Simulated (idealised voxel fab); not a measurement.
Title: Process Module voxel gate over fins
Cross-sectional view cut (width: 275 nm; square cell size: 5 nm).
Cross-section = grid of square cells, listed top down in bands; band = one or more rows. In this notation a band is specified by the heights of its top and bottom, in that order and in nm, after which its materials appear from left to right, each paired with its width in nm. The word "edge to edge" attached to a single material means that material fills the band from edge to edge; the word "air" stands for empty space. Convention: height 0 is the level below which the wafer, as received, is all one material. The lowest band does not terminate at the bottom but continues downward, represented as "0 nm and below". Width spec "30 to 40" -> top row of cells at first value, bottom row at second value, equal per-row change in between. Given "no alterations made" for a step, no cell of the cross-section differs between before and after that step. Listed in "Closed void roster": every empty space of 8 or more cells without an open way to the top. Form: width x height at distance, the distance being from the left edge, all in nm. Past the settings on a step's line: simulator remark, on that step. A step's line can hold "overlay nm"; with a mask on that step, the setting says how far right of the planned place the mask lay, while a negative setting says it lay to the left.

-- Process steps - plan
| 1 | RECEIVE (material Si) |
| 2 | CONFORMAL_DEP (material SiN; thk nm 10) |
| 3 | DIRECTIONAL_DEP (material aC; thk nm 15) |
| 4 | PATTERN (tone cover; mask id FINS; material resist; width nm 15; pitch nm 60; thk nm 30; overlay nm 0) |
| 5 | DIRECTIONAL_ETCH (etch materials aC; depth nm 15) |
| 6 | STRIP (etch materials resist) |
| 7 | DIRECTIONAL_ETCH (etch materials SiN; depth nm 10) |
| 8 | DIRECTIONAL_ETCH (etch materials Si; depth nm 30) |
| 9 | STRIP (etch materials aC) |
| 10 | FILL_DEP (material SiO2; thk nm 10) |
| 11 | CMP (height nm 10) |
| 12 | DIRECTIONAL_DEP (material aC; thk nm 15) |
| 13 | PATTERN (tone open; mask id RAIL; material resist; width nm 15; thk nm 35; overlay nm 0) |
| 14 | DIRECTIONAL_ETCH (etch materials aC; depth nm 15) |
| 15 | STRIP (etch materials resist) |
| 16 | DIRECTIONAL_ETCH (etch materials SiO2; depth nm 35) |
| 17 | STRIP (etch materials aC) |
| 18 | CONFORMAL_DEP (material TiN; thk nm 5) |
| 19 | FILL_DEP (material W; thk nm 10) |
| 20 | CMP (height nm 10) |
| 21 | SELECTIVE_ETCH (etch materials W Ru TiN; depth nm 25) |
| 22 | FILL_DEP (material SiO2; thk nm 5) |
| 23 | CMP (height nm 10) |
| 24 | SELECTIVE_ETCH (etch materials SiO2; depth nm 20) |
| 25 | STRIP (etch materials SiN) |
| 26 | CONFORMAL_DEP (material HfO2; thk nm 5) |
| 27 | CONFORMAL_DEP (material TiN; thk nm 5) |
| 28 | CONFORMAL_DEP (material TiAl; thk nm 5) |
| 29 | CONFORMAL_DEP (material TiN; thk nm 5) |
| 30 | FILL_DEP (material W; thk nm 15) |
| 31 | CMP (height nm 30) |
| 32 | CONFORMAL_DEP (material SiN; thk nm 10) |

-- Cross-section of the wafer as it came to us, i.e., already through step 1
* 0 nm and below | Si edge to edge
* Closed void roster: none

-- Cross-section taken at module completion on the first of two wafers; processed per the plan
* 40 nm to 30 nm | SiN edge to edge
* 30 nm to 20 nm | W edge to edge
* 20 nm to 15 nm | W 80 / TiN 55 / W 5 / TiN 55 / W 80
* 15 nm to 10 nm | W 80 / TiN 5 / TiAl 45 / TiN 5 / W 5 / TiN 5 / TiAl 45 / TiN 5 / W 80
* 10 nm to 5 nm | TiN 85 / TiAl 5 / TiN 35 / TiAl 5 / TiN 15 / TiAl 5 / TiN 35 / TiAl 5 / TiN 85
* 5 nm to 0 nm | TiAl 90 / TiN 5 / HfO2 25 / TiN 5 / TiAl 25 / TiN 5 / HfO2 25 / TiN 5 / TiAl 90
* 0 nm to -5 nm | TiN 95 / HfO2 5 / Si 15 / HfO2 5 / TiN 35 / HfO2 5 / Si 15 / HfO2 5 / TiN 95
* -5 nm to -10 nm | HfO2 100 / Si 15 / HfO2 45 / Si 15 / HfO2 100
* -10 nm to -15 nm | SiO2 100 / Si 15 / SiO2 45 / Si 15 / SiO2 100
* -15 nm to -20 nm | SiO2 100 / Si 15 / SiO2 15 / TiN 5 / W 5 / TiN 5 / SiO2 15 / Si 15 / SiO2 100
* -20 nm to -25 nm | SiO2 100 / Si 15 / SiO2 15 / TiN 15 / SiO2 15 / Si 15 / SiO2 100
* -25 nm to -30 nm | SiO2 100 / Si 15 / SiO2 45 / Si 15 / SiO2 100
* -30 nm and below | Si edge to edge
* Closed void roster: none

-- Cross-section, second wafer: same start as the first, same plan as the first, one mistake in running it; taken at the end of the module
* 40 nm to 30 nm | SiN edge to edge
* 30 nm to 20 nm | W edge to edge
* 20 nm to 15 nm | TiN edge to edge
* 15 nm to 10 nm | TiAl edge to edge
* 10 nm to 5 nm | TiN edge to edge
* 5 nm to 0 nm | HfO2 105 / TiN 5 / HfO2 55 / TiN 5 / HfO2 105
* 0 nm to -5 nm | Si 100 / HfO2 5 / TiN 5 / HfO2 5 / Si 45 / HfO2 5 / TiN 5 / HfO2 5 / Si 100
* -5 nm to -10 nm | Si 100 / HfO2 15 / Si 45 / HfO2 15 / Si 100
* -10 nm to -30 nm | Si 100 / SiO2 15 / Si 45 / SiO2 15 / Si 100
* -30 nm and below | Si edge to edge
* Closed void roster: none
Deviation from plan: for step 4, the planned setting was not used; the step was instead run as PATTERN (tone open; mask id FINS; material resist; width nm 15; pitch nm 60; thk nm 30; overlay nm 0)
Cell-count delta at end, second wafer over first, by material: Si: 258 more | SiO2: 166 fewer | TiAl: 8 fewer | TiN: 17 fewer | W: 67 fewer
